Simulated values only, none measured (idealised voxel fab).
The document below concerns the process module designated voxel local oxidation.
FYI the section here is cut, 275 nm wide, cells are 5 nm squares.
Cross-section = grid of square cells, listed top down in bands; band = one or more rows.
Read a band's entry like this: the first values are the height of its top and the height of its bottom in nm, and what follows is the sequence of materials from left to right, each with its width in nm. Note that "blank" is empty space, and that a single material marked "edge to edge" reaches across the band from edge to edge.
Below 0: as-received wafer, all one material; heights counted from there. Lowest band: no bottom, goes on down, written "0 -> down".
So if you see something like "30->40" for the width, read it as the top row of the band sitting at the first number and the bottom row at the second, with every row in between moving by the same amount as the last.
Any step labelled "no change occurred" changed none of the cells in the cross-section.
Basically, "Closed cavities" tells you about the enclosed voids: empty spaces with no open way to the top, 8 cells or bigger, each written width x height at distance, where distance is from the left edge, all in nm.
On a step's line, text after the settings is the simulator commenting on that step.
When a step includes a mask, the "overlay nm" setting on its line states how far to the right of its planned place that mask lay, and negative values state how far to the left.

Process steps foreseen in the plan
1: RECEIVE,material Si
2: CONFORMAL_DEP,material SiO2,thk nm 5
3: CONFORMAL_DEP,material SiN,thk nm 15
4: PATTERN,tone cover,mask id ACTIVE,material resist,width nm 95,pitch nm 130,thk nm 20,overlay nm 0
5: DIRECTIONAL_ETCH,etch materials SiN,depth nm 15
6: STRIP,etch materials resist
7: SELECTIVE_ETCH,etch materials SiO2,depth nm 5
8: OXIDIZE,depth nm 15
9: STRIP,etch materials SiN

On the first of the two wafers: run conducted according to plan

Cross-sectional view of the wafer in its as-received condition, corresponding to the state after step 1
- 0 -> down: Si edge to edge
- Closed cavities: none

Cross-sectional representation of the wafer at the conclusion of step 2
- 5 -> 0: SiO2 edge to edge
- Below 0, no change.

Cross-sectional representation of the wafer at the conclusion of step 3
- 20 -> 5: SiN edge to edge
- Below 5, no change.

Cross-sectional representation of the wafer at the conclusion of step 4
- 40 -> 20: blank 25  resist 95  blank 35  resist 95  blank 25
- Below 20, no change.

Cross-sectional representation of the wafer at the conclusion of step 5
- 40 -> 20: blank 25  resist 95  blank 35  resist 95  blank 25
- 20 -> 5: blank 25  SiN 95  blank 35  SiN 95  blank 25
- Below 5, no change.

Cross-sectional representation of the wafer at the conclusion of step 6
- 20 -> 5: blank 25  SiN 95  blank 35  SiN 95  blank 25
- Below 5, no change.

Cross-sectional representation of the wafer at the conclusion of step 7
- 20 -> 5: blank 25  SiN 95  blank 35  SiN 95  blank 25
- 5 -> 0: blank 30  SiO2 85  blank 45  SiO2 85  blank 30
- Below 0, no change.

Cross-sectional representation of the wafer at the conclusion of step 8
- 20 -> 5: blank 25  SiN 95  blank 35  SiN 95  blank 25
- 5 -> 0: blank 30  SiO2 85  blank 45  SiO2 85  blank 30
- 0 -> -15: SiO2 45  Si 55  SiO2 75  Si 55  SiO2 45
- Below -15, no change.

Cross-sectional representation of the wafer at the conclusion of step 9
- 5 -> 0: blank 30  SiO2 85  blank 45  SiO2 85  blank 30
- Below 0, no change.

The Second Wafer: Common Origin and Plan, One Mistake in Execution, Identical to the First Through Step 8

Cross-section, second wafer, at the end time the plan gives for step 9: no change occurred
what went wrong: heads up, step 9 of the plan was skipped and never actually ran
Wafer comparison, final, in cells, second relative to first, materials more or fewer: 114 more of SiN
